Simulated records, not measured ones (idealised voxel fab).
Documented hereafter: the process module known as voxel released beams.
The cross-section shown here is cut; it is 250 nm wide and divided into square cells measuring 5 nm on a side.
Each cross-section below is a grid of square cells, stated as bands in top-down order, with one or more rows of cells making up each band.
Top, bottom (nm), then materials left to right with widths (nm); lone material tagged "all across" fills the whole band edge to edge; "empty" = empty space.
Height datum 0, below which the as-received substrate wafer is one material. Lowest band open at the bottom, running downward: "0 nm and below".
The width entry "30..40" should be interpreted row by row: the top row of cells in the band takes the first number, the bottom row takes the second number, and the change between adjacent rows is uniform throughout.
When a step is marked "all unchanged", none of the cells in the cross-section changed during that step.
Each empty space that has no open way to the top and spans at least 8 cells appears under "Voids, fully enclosed" as width x height at distance, the distance counted from the left edge, all in nm.
That trailing text on a step's line, after the settings, is the simulator's own remark on the step.
What "overlay nm" on a step's line means: if the step has a mask, that mask lay this far to the right of its planned place, or, when the value is negative, to the left.

## This section lists the process steps that were planned
- 1: RECEIVE,material Si
- 2: CONFORMAL_DEP,material SiN,thk nm 10
- 3: DIRECTIONAL_DEP,material SiO2,thk nm 10
- 4: PATTERN,tone open,mask id ANCHOR,material resist,width nm 25,thk nm 15,overlay nm 0
- 5: DIRECTIONAL_ETCH,etch materials SiO2,depth nm 10
- 6: STRIP,etch materials resist
- 7: CONFORMAL_DEP,material polySi,thk nm 10
- 8: PATTERN,tone cover,mask id BEAM,material resist,width nm 100,thk nm 20,overlay nm 0
- 9: DIRECTIONAL_ETCH,etch materials polySi,depth nm 10
- 10: STRIP,etch materials resist
- 11: STRIP,etch materials SiO2

## First wafer out of two, processed as planned

## As-received wafer cross-section (after step 1)
0 nm and below | Si all across
Voids, fully enclosed: none

## The following cross-section depicts the wafer upon completion of step 2
10 nm to 0 nm | SiN all across
Everything under 0 stays put, no change at all.

## The following cross-section depicts the wafer upon completion of step 3
20 nm to 10 nm | SiO2 all across
Everything under 10 stays put, no change at all.

## The following cross-section depicts the wafer upon completion of step 4
35 nm to 20 nm | resist 75, empty 25, resist 150
Everything under 20 stays put, no change at all.

## The following cross-section depicts the wafer upon completion of step 5
35 nm to 20 nm | resist 75, empty 25, resist 150
20 nm to 10 nm | SiO2 75, empty 25, SiO2 150
Everything under 10 stays put, no change at all.

## The following cross-section depicts the wafer upon completion of step 6
20 nm to 10 nm | SiO2 75, empty 25, SiO2 150
Everything under 10 stays put, no change at all.

## The following cross-section depicts the wafer upon completion of step 7
30 nm to 20 nm | polySi 85, empty 5, polySi 160
20 nm to 10 nm | SiO2 75, polySi 25, SiO2 150
Everything under 10 stays put, no change at all.

## The following cross-section depicts the wafer upon completion of step 8
50 nm to 30 nm | empty 70, resist 100, empty 80
30 nm to 20 nm | polySi 85, resist 5, polySi 160
Everything under 20 stays put, no change at all.

## The following cross-section depicts the wafer upon completion of step 9
50 nm to 30 nm | empty 70, resist 100, empty 80
30 nm to 20 nm | empty 70, polySi 15, resist 5, polySi 80, empty 80
Everything under 20 stays put, no change at all.

## The following cross-section depicts the wafer upon completion of step 10
30 nm to 20 nm | empty 70, polySi 15, empty 5, polySi 80, empty 80
Everything under 20 stays put, no change at all.

## The following cross-section depicts the wafer upon completion of step 11
30 nm to 20 nm | empty 70, polySi 15, empty 5, polySi 80, empty 80
20 nm to 10 nm | empty 75, polySi 25, empty 150
Everything under 10 stays put, no change at all.

## The Second Wafer: Common Origin and Plan, One Mistake in Execution, Identical to the First Through Step 2

## Cross-section, second wafer, at the end time the plan gives for step 3
15 nm to 10 nm | SiO2 all across
Everything under 10 stays put, no change at all.

## Cross-section, second wafer, at the end time the plan gives for step 4
30 nm to 15 nm | resist 75, empty 25, resist 150
Everything under 15 stays put, no change at all.

## Cross-section, second wafer, at the end time the plan gives for step 5
30 nm to 15 nm | resist 75, empty 25, resist 150
15 nm to 10 nm | SiO2 75, empty 25, SiO2 150
Everything under 10 stays put, no change at all.

## Cross-section, second wafer, at the end time the plan gives for step 6
15 nm to 10 nm | SiO2 75, empty 25, SiO2 150
Everything under 10 stays put, no change at all.

## Cross-section, second wafer, at the end time the plan gives for step 7
25 nm to 20 nm | polySi 85, empty 5, polySi 160
20 nm to 15 nm | polySi all across
15 nm to 10 nm | SiO2 75, polySi 25, SiO2 150
Everything under 10 stays put, no change at all.

## Cross-section, second wafer, at the end time the plan gives for step 8
45 nm to 25 nm | empty 70, resist 100, empty 80
25 nm to 20 nm | polySi 85, resist 5, polySi 160
Everything under 20 stays put, no change at all.

## Cross-section, second wafer, at the end time the plan gives for step 9
45 nm to 25 nm | empty 70, resist 100, empty 80
25 nm to 20 nm | empty 70, polySi 15, resist 5, polySi 80, empty 80
20 nm to 15 nm | empty 70, polySi 100, empty 80
Everything under 15 stays put, no change at all.

## Cross-section, second wafer, at the end time the plan gives for step 10
25 nm to 20 nm | empty 70, polySi 15, empty 5, polySi 80, empty 80
Everything under 20 stays put, no change at all.

## Cross-section, second wafer, at the end time the plan gives for step 11
25 nm to 20 nm | empty 70, polySi 15, empty 5, polySi 80, empty 80
20 nm to 10 nm | empty 70..75, polySi 100..25, empty 80..150
Everything under 10 stays put, no change at all.
Short version of what went wrong: heads up, step 3 didn't go per plan, it actually ran as DIRECTIONAL_DEP,material SiO2,thk nm 5
At the finish, the second wafer shows more or fewer cells for some materials than the first does: -4 polySi
